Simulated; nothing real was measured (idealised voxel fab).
process module | voxel gate over fins
cross-section cut | 155 nm wide | cells 5 nm
A cross-section is a grid of square cells, given in bands from the top down. A band is one or more rows of cells.
Each band's line starts with the height of the band's top and of its bottom, in nm. Then come its materials from left to right, each with its width in nm. One material with "throughout" fills the band from edge to edge. "air" is empty space.
Height 0 is the level under which the wafer as received is all one material. The lowest band goes on downwards, as in "0 down".
A width such as "30 to 40" changes by the same amount from each row of cells to the next, from the band's top row to its bottom row.
"no change" after a step means that no cell of the cross-section changed.
closed voids: empty space of 8 cells or more with no open way to the top, each as width x height at its distance from the left edge, in nm
after a step's settings: what the simulator itself notes on the step
overlay nm, on a step with a mask: how far to the right of its planned place the mask lay; to the left if negative
plan
1 op RECEIVE | material Si
2 op CONFORMAL_DEP | material SiN | thk nm 10
3 op MASKED_ETCH | tone cover | mask id FINS | width nm 15 | pitch nm 55 | etch materials SiN | depth nm 10 | overlay nm 0
4 op MASKED_ETCH | tone cover | mask id FINS | width nm 15 | pitch nm 55 | etch materials Si | depth nm 30 | overlay nm 0
5 op FILL_DEP | material SiO2 | thk nm 10
6 op CMP | height nm 10
7 op DIRECTIONAL_DEP | material aC | thk nm 10
8 op PATTERN | tone open | mask id RAIL | material resist | width nm 15 | thk nm 25 | overlay nm 0
9 op DIRECTIONAL_ETCH | etch materials aC | depth nm 10
10 op STRIP | etch materials resist
11 op DIRECTIONAL_ETCH | etch materials SiO2 | depth nm 35
12 op STRIP | etch materials aC
13 op CONFORMAL_DEP | material TiN | thk nm 5
14 op FILL_DEP | material W | thk nm 5
15 op CMP | height nm 10
16 op SELECTIVE_ETCH | etch materials W Ru TiN | depth nm 30
17 op FILL_DEP | material SiO2 | thk nm 5
18 op CMP | height nm 10
19 op SELECTIVE_ETCH | etch materials SiO2 | depth nm 25
20 op STRIP | etch materials SiN
21 op CONFORMAL_DEP | material HfO2 | thk nm 5
22 op CONFORMAL_DEP | material TiN | thk nm 5
23 op FILL_DEP | material W | thk nm 15
24 op CMP | height nm 20
25 op CONFORMAL_DEP | material SiCN | thk nm 10
first wafer, as planned
as received, after step 1
  0 down: Si throughout
  closed voids: none
after step 2
  10 to 0: SiN throughout
  below 0: unchanged
after step 3
  10 to 0: air 40 | SiN 15 | air 40 | SiN 15 | air 45
  below 0: unchanged
after step 4
  10 to 0: air 40 | SiN 15 | air 40 | SiN 15 | air 45
  0 to -30: air 40 | Si 15 | air 40 | Si 15 | air 45
  below -30: unchanged
after step 5
  20 to 10: SiO2 throughout
  10 to 0: SiO2 40 | SiN 15 | SiO2 40 | SiN 15 | SiO2 45
  0 to -30: SiO2 40 | Si 15 | SiO2 40 | Si 15 | SiO2 45
  below -30: unchanged
after step 6
  10 to 0: SiO2 40 | SiN 15 | SiO2 40 | SiN 15 | SiO2 45
  below 0: unchanged
after step 7
  20 to 10: aC throughout
  below 10: unchanged
after step 8
  45 to 20: resist 65 | air 15 | resist 75
  below 20: unchanged
after step 9
  35 to 20: resist 65 | air 15 | resist 75
  20 to 10: aC 65 | air 15 | aC 75
  below 10: unchanged
after step 10
  20 to 10: aC 65 | air 15 | aC 75
  below 10: unchanged
after step 11
  20 to 10: aC 65 | air 15 | aC 75
  10 to 0: SiO2 40 | SiN 15 | SiO2 10 | air 15 | SiO2 15 | SiN 15 | SiO2 45
  0 to -25: SiO2 40 | Si 15 | SiO2 10 | air 15 | SiO2 15 | Si 15 | SiO2 45
  below -25: unchanged
after step 12
  10 to 0: SiO2 40 | SiN 15 | SiO2 10 | air 15 | SiO2 15 | SiN 15 | SiO2 45
  below 0: unchanged
after step 13
  15 to 10: TiN 70 | air 5 | TiN 80
  10 to 0: SiO2 40 | SiN 15 | SiO2 10 | TiN 5 | air 5 | TiN 5 | SiO2 15 | SiN 15 | SiO2 45
  0 to -20: SiO2 40 | Si 15 | SiO2 10 | TiN 5 | air 5 | TiN 5 | SiO2 15 | Si 15 | SiO2 45
  -20 to -25: SiO2 40 | Si 15 | SiO2 10 | TiN 15 | SiO2 15 | Si 15 | SiO2 45
  below -25: unchanged
after step 14
  20 to 15: W throughout
  15 to 10: TiN 70 | W 5 | TiN 80
  10 to 0: SiO2 40 | SiN 15 | SiO2 10 | TiN 5 | W 5 | TiN 5 | SiO2 15 | SiN 15 | SiO2 45
  0 to -20: SiO2 40 | Si 15 | SiO2 10 | TiN 5 | W 5 | TiN 5 | SiO2 15 | Si 15 | SiO2 45
  below -20: unchanged
after step 15
  10 to 0: SiO2 40 | SiN 15 | SiO2 10 | TiN 5 | W 5 | TiN 5 | SiO2 15 | SiN 15 | SiO2 45
  below 0: unchanged
after step 16
  10 to 0: SiO2 40 | SiN 15 | SiO2 10 | air 15 | SiO2 15 | SiN 15 | SiO2 45
  0 to -20: SiO2 40 | Si 15 | SiO2 10 | air 15 | SiO2 15 | Si 15 | SiO2 45
  below -20: unchanged
after step 17
  15 to 10: SiO2 throughout
  10 to 0: SiO2 40 | SiN 15 | SiO2 40 | SiN 15 | SiO2 45
  0 to -20: SiO2 40 | Si 15 | SiO2 40 | Si 15 | SiO2 45
  below -20: unchanged
after step 18
  10 to 0: SiO2 40 | SiN 15 | SiO2 40 | SiN 15 | SiO2 45
  below 0: unchanged
after step 19
  10 to 0: air 40 | SiN 15 | air 40 | SiN 15 | air 45
  0 to -15: air 40 | Si 15 | air 40 | Si 15 | air 45
  below -15: unchanged
after step 20
  0 to -15: air 40 | Si 15 | air 40 | Si 15 | air 45
  below -15: unchanged
after step 21
  5 to 0: air 35 | HfO2 25 | air 30 | HfO2 25 | air 40
  0 to -10: air 35 | HfO2 5 | Si 15 | HfO2 5 | air 30 | HfO2 5 | Si 15 | HfO2 5 | air 40
  -10 to -15: HfO2 40 | Si 15 | HfO2 40 | Si 15 | HfO2 45
  below -15: unchanged
after step 22
  10 to 5: air 30 | TiN 35 | air 20 | TiN 35 | air 35
  5 to 0: air 30 | TiN 5 | HfO2 25 | TiN 5 | air 20 | TiN 5 | HfO2 25 | TiN 5 | air 35
  0 to -5: air 30 | TiN 5 | HfO2 5 | Si 15 | HfO2 5 | TiN 5 | air 20 | TiN 5 | HfO2 5 | Si 15 | HfO2 5 | TiN 5 | air 35
  -5 to -10: TiN 35 | HfO2 5 | Si 15 | HfO2 5 | TiN 30 | HfO2 5 | Si 15 | HfO2 5 | TiN 40
  below -10: unchanged
after step 23
  25 to 10: W throughout
  10 to 5: W 30 | TiN 35 | W 20 | TiN 35 | W 35
  5 to 0: W 30 | TiN 5 | HfO2 25 | TiN 5 | W 20 | TiN 5 | HfO2 25 | TiN 5 | W 35
  0 to -5: W 30 | TiN 5 | HfO2 5 | Si 15 | HfO2 5 | TiN 5 | W 20 | TiN 5 | HfO2 5 | Si 15 | HfO2 5 | TiN 5 | W 35
  below -5: unchanged
after step 24
  20 to 10: W throughout
  below 10: unchanged
after step 25
  30 to 20: SiCN throughout
  below 20: unchanged
second wafer: like start, like plan, one mistake. Through step 20 it matches the first wafer
when step 21 should have ended: no change
when step 22 should have ended
  5 to 0: air 35 | TiN 25 | air 30 | TiN 25 | air 40
  0 to -10: air 35 | TiN 5 | Si 15 | TiN 5 | air 30 | TiN 5 | Si 15 | TiN 5 | air 40
  -10 to -15: TiN 40 | Si 15 | TiN 40 | Si 15 | TiN 45
  below -15: unchanged
when step 23 should have ended
  20 to 5: W throughout
  5 to 0: W 35 | TiN 25 | W 30 | TiN 25 | W 40
  0 to -10: W 35 | TiN 5 | Si 15 | TiN 5 | W 30 | TiN 5 | Si 15 | TiN 5 | W 40
  below -10: unchanged
when step 24 should have ended: no change
when step 25 should have ended
  30 to 20: SiCN throughout
  below 20: unchanged
what went wrong: step 21 was left out
at the end the second wafer has, in cells: 43 fewer of HfO2 | 43 more of W
